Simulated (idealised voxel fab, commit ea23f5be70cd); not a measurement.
Process module heading - voxel transistor to metal
This is section cut - it's 165 nm across, gridded in 5 nm square cells.
Cross-section format: a grid of square cells, given as bands from top to bottom; each band is one or more rows of cells.
The band entry comprises the height of the band's top followed by the height of its bottom, expressed in nm, and subsequently the band's materials from left to right, each stated together with its width in nm. Where a single material is marked with the word "full width", that material fills the band from edge to edge. The word "blank" represents empty space.
Note: height 0 marks the level under which the wafer is uniformly one material as received. Lowest band unbounded below, written "0 nm and below".
When a width is written as two numbers, as in "30->40", the first number is the width in the top row of cells of the band and the second is the width in its bottom row, and the width changes by the same amount from each row to the next.
Any step labelled "all unchanged" changed none of the cells in the cross-section.
For the entry "Sealed cavities", the listed items are empty spaces with no open way to the top whose size is 8 cells or more; each item follows the pattern width x height at distance, where distance is from the left edge and all three are in nm.
Heads up: the bit after the settings on a step's line is the simulator's remark on that step.
Steps that use a mask can have "overlay nm" on their line. It says how far the mask sat to the right of where it was meant to be. Negative means to the left.

# The following list gives the planned process steps
1. RECEIVE | material Si
2. CONFORMAL_DEP | material SiO2 | thk nm 5
3. CONFORMAL_DEP | material SiN | thk nm 15
4. MASKED_ETCH | tone cover | mask id ACTIVE | width nm 115 | etch materials SiN | depth nm 15 | overlay nm 0
5. MASKED_ETCH | tone cover | mask id ACTIVE | width nm 115 | etch materials SiO2 | depth nm 5 | overlay nm 0
6. MASKED_ETCH | tone cover | mask id ACTIVE | width nm 115 | etch materials Si | depth nm 20 | overlay nm 0
7. FILL_DEP | material SiO2 | thk nm 15
8. CMP | height nm 20
9. SELECTIVE_ETCH | etch materials SiO2 | depth nm 5
10. STRIP | etch materials SiN
11. SELECTIVE_ETCH | etch materials SiO2 | depth nm 5
12. OXIDIZE | depth nm 5
13. DIRECTIONAL_DEP | material polySi | thk nm 25
14. DIRECTIONAL_DEP | material SiCN | thk nm 10
15. MASKED_ETCH | tone cover | mask id GATE | width nm 15 | etch materials SiCN | depth nm 20 | overlay nm 0
16. MASKED_ETCH | tone cover | mask id GATE | width nm 15 | etch materials polySi | depth nm 35 | overlay nm 0
17. CONFORMAL_DEP | material SiO2 | thk nm 5
18. DIRECTIONAL_ETCH | etch materials SiO2 | depth nm 5
19. CONFORMAL_DEP | material SiN | thk nm 10
20. DIRECTIONAL_ETCH | etch materials SiN | depth nm 10
21. DIRECTIONAL_ETCH | etch materials SiO2 | depth nm 5
22. DIRECTIONAL_ETCH | etch materials Si | depth nm 5
23. EPI | material nSi | thk nm 10
24. FILL_DEP | material SiO2 | thk nm 10
25. CMP | height nm 35
26. DIRECTIONAL_DEP | material SiO2 | thk nm 15
27. PATTERN | tone open | mask id CONTACT | material resist | width nm 20 | pitch nm 75 | thk nm 20 | overlay nm 0
28. DIRECTIONAL_ETCH | etch materials SiO2 | depth nm 50
29. STRIP | etch materials resist
30. CONFORMAL_DEP | material TiN | thk nm 5
31. FILL_DEP | material Ru | thk nm 10
32. CMP | height nm 50
33. CONFORMAL_DEP | material SiN | thk nm 5
34. DIRECTIONAL_DEP | material lowk | thk nm 15
35. PATTERN | tone open | mask id METAL_1 | material resist | width nm 20 | pitch nm 75 | thk nm 15 | overlay nm 0
36. DIRECTIONAL_ETCH | etch materials lowk | depth nm 15
37. DIRECTIONAL_ETCH | etch materials SiN | depth nm 5
38. STRIP | etch materials resist
39. CONFORMAL_DEP | material TiN | thk nm 5
40. FILL_DEP | material Ru | thk nm 5
41. CMP | height nm 70
42. CONFORMAL_DEP | material SiCN | thk nm 5
43. DIRECTIONAL_DEP | material lowk | thk nm 25
44. MASKED_ETCH | tone open | mask id METAL_2_HOLES | width nm 15 | pitch nm 75 | etch materials lowk | depth nm 25 | overlay nm 0
45. DIRECTIONAL_DEP | material aC | thk nm 10
46. PATTERN | tone open | mask id METAL_2 | material resist | width nm 20 | pitch nm 75 | thk nm 25 | overlay nm 0
47. DIRECTIONAL_ETCH | etch materials aC | depth nm 10
48. STRIP | etch materials resist
49. DIRECTIONAL_ETCH | etch materials lowk | depth nm 15
50. DIRECTIONAL_ETCH | etch materials SiCN | depth nm 5
51. STRIP | etch materials aC
52. CONFORMAL_DEP | material TiN | thk nm 5
53. FILL_DEP | material Ru | thk nm 10
54. CMP | height nm 100
55. CONFORMAL_DEP | material SiCN | thk nm 5

# Cross-section of the wafer upon arrival, representing the state reached after step 1
* 0 nm and below | Si full width
* Sealed cavities: none

# Same starting wafer, same plan as above, one mistake in the execution; this is the cross-section at the end of the module
* 105 nm to 100 nm | SiCN full width
* 100 nm to 90 nm | 35 lowk, then 5 TiN, then 10 Ru, then 5 TiN, then 55 lowk, then 5 TiN, then 10 Ru, then 5 TiN, then 35 lowk
* 90 nm to 85 nm | 35 lowk, then 5 TiN, then 5 Ru, then 10 TiN, then 55 lowk, then 5 TiN, then 5 Ru, then 10 TiN, then 35 lowk
* 85 nm to 75 nm | 35 lowk, then 5 TiN, then 5 Ru, then 5 TiN, then 60 lowk, then 5 TiN, then 5 Ru, then 5 TiN, then 40 lowk
* 75 nm to 70 nm | 35 SiCN, then 15 TiN, then 60 SiCN, then 15 TiN, then 40 SiCN
* 70 nm to 55 nm | 30 lowk, then 5 TiN, then 10 Ru, then 5 TiN, then 55 lowk, then 5 TiN, then 10 Ru, then 5 TiN, then 40 lowk
* 55 nm to 50 nm | 30 SiN, then 20 TiN, then 55 SiN, then 20 TiN, then 40 SiN
* 50 nm to 35 nm | 35 SiO2, then 5 TiN, then 10 Ru, then 5 TiN, then 55 SiO2, then 5 TiN, then 10 Ru, then 5 TiN, then 35 SiO2
* 35 nm to 25 nm | 35 SiO2, then 5 TiN, then 10 Ru, then 5 TiN, then 5 SiO2, then 10 SiN, then 5 SiO2, then 15 SiCN, then 5 SiO2, then 10 SiN, then 5 SiO2, then 5 TiN, then 10 Ru, then 5 TiN, then 35 SiO2
* 25 nm to 10 nm | 35 SiO2, then 5 TiN, then 10 Ru, then 5 TiN, then 5 SiO2, then 10 SiN, then 5 SiO2, then 15 polySi, then 5 SiO2, then 10 SiN, then 5 SiO2, then 5 TiN, then 10 Ru, then 5 TiN, then 35 SiO2
* 10 nm to 5 nm | 25 SiO2, then 10 SiN, then 20 TiN, then 5 SiO2, then 10 SiN, then 5 SiO2, then 15 polySi, then 5 SiO2, then 10 SiN, then 5 SiO2, then 20 TiN, then 10 SiN, then 25 SiO2
* 5 nm to 0 nm | 25 SiO2, then 10 SiN, then 10 nSi, then 5 TiN, then 10 nSi, then 10 SiN, then 5 SiO2, then 15 polySi, then 5 SiO2, then 10 SiN, then 10 nSi, then 5 TiN, then 10 nSi, then 10 SiN, then 25 SiO2
* 0 nm to -5 nm | 35 SiO2, then 25 nSi, then 45 SiO2, then 25 nSi, then 35 SiO2
* -5 nm to -10 nm | 25 SiO2, then 10 Si, then 25 nSi, then 45 Si, then 25 nSi, then 10 Si, then 25 SiO2
* -10 nm to -20 nm | 25 SiO2, then 115 Si, then 25 SiO2
* -20 nm and below | Si full width
* Sealed cavities: none
Short version of what went wrong: step 35 was processed under conditions differing from the plan, specifically as PATTERN | tone open | mask id METAL_1 | material resist | width nm 20 | pitch nm 75 | thk nm 15 | overlay nm -5
